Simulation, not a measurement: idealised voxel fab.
The document below concerns the process module designated voxel self aligned vias.
Displayed cross-section: cut, width of 155 nm, square cells sized 5 nm.
In what follows, cross-sections appear as grids of square cells, described through bands that run from the top down, where every band is one or more rows of cells.
The band entry comprises the height of the band's top followed by the height of its bottom, expressed in nm, and subsequently the band's materials from left to right, each stated together with its width in nm. Where a single material is marked with the word "throughout", that material fills the band from edge to edge. The word "blank" represents empty space.
Measure heights from 0. That's the level where, below it, the as-received wafer is all one material. The lowest band is bottomless and extends downward; write it as in "0 nm and below".
The two numbers in a width such as "30 to 40" mark its ends across the band: the first belongs to the top row of cells, the second to the bottom row, and from each row to the next the width moves by the same amount.
You'll sometimes find "no alteration" written for a step, and that's the way of saying that nowhere in the cross-section did a cell change during that step.
"Voids lacking openings" - sealed voids, min. 8 cells, no opening to top; format: width x height at distance (distance from left edge; nm throughout).
Step line, after settings: the simulator's comment on this step.
For masked steps, "overlay nm" on the step line gives how far right of plan the mask actually lay; a minus sign means it lay to the left.

Below is the list of planned process steps:
1. RECEIVE (material Si)
2. CONFORMAL_DEP (material SiO2; thk nm 15)
3. CONFORMAL_DEP (material SiCN; thk nm 5)
4. DIRECTIONAL_DEP (material SiO2; thk nm 25)
5. PATTERN (tone open; mask id LINES; material resist; width nm 30; pitch nm 55; thk nm 15; overlay nm 0)
6. DIRECTIONAL_ETCH (etch materials SiO2; depth nm 25)
7. STRIP (etch materials resist)
8. CONFORMAL_DEP (material TiN; thk nm 5)
9. FILL_DEP (material W; thk nm 10)
10. CMP (height nm 45)
11. SELECTIVE_ETCH (etch materials W Ru TiN; depth nm 5)
12. FILL_DEP (material SiN; thk nm 10)
13. CMP (height nm 45)
14. DIRECTIONAL_DEP (material SiO2; thk nm 15)
15. MASKED_ETCH (tone open; mask id VIAS; width nm 40; pitch nm 55; etch materials SiO2; depth nm 15; overlay nm 0)
16. MASKED_ETCH (tone open; mask id VIAS; width nm 40; pitch nm 55; etch materials SiN; depth nm 5; overlay nm 0)
17. CONFORMAL_DEP (material TiN; thk nm 5)
18. FILL_DEP (material Ru; thk nm 10)
19. CMP (height nm 60)
20. CONFORMAL_DEP (material SiCN; thk nm 5)

Incoming wafer in cross-section (state: after step 1):
    0 nm and below: Si throughout
    Voids lacking openings: none

Cross-section at module end, one run error; start and plan unchanged from above:
    65 nm to 60 nm: SiCN throughout
    60 nm to 50 nm: 30 SiO2; 5 TiN; 30 Ru; 5 TiN; 15 SiO2; 5 TiN; 30 Ru; 5 TiN; 30 SiO2
    50 nm to 45 nm: 30 SiO2; 10 TiN; 20 Ru; 10 TiN; 15 SiO2; 10 TiN; 20 Ru; 10 TiN; 30 SiO2
    45 nm to 35 nm: 35 SiO2; 30 TiN; 25 SiO2; 30 TiN; 35 SiO2
    35 nm to 30 nm: SiCN throughout
    30 nm to 0 nm: SiO2 throughout
    0 nm and below: Si throughout
    Voids lacking openings: none
Plan not followed: step 2 of the plan was executed twice over
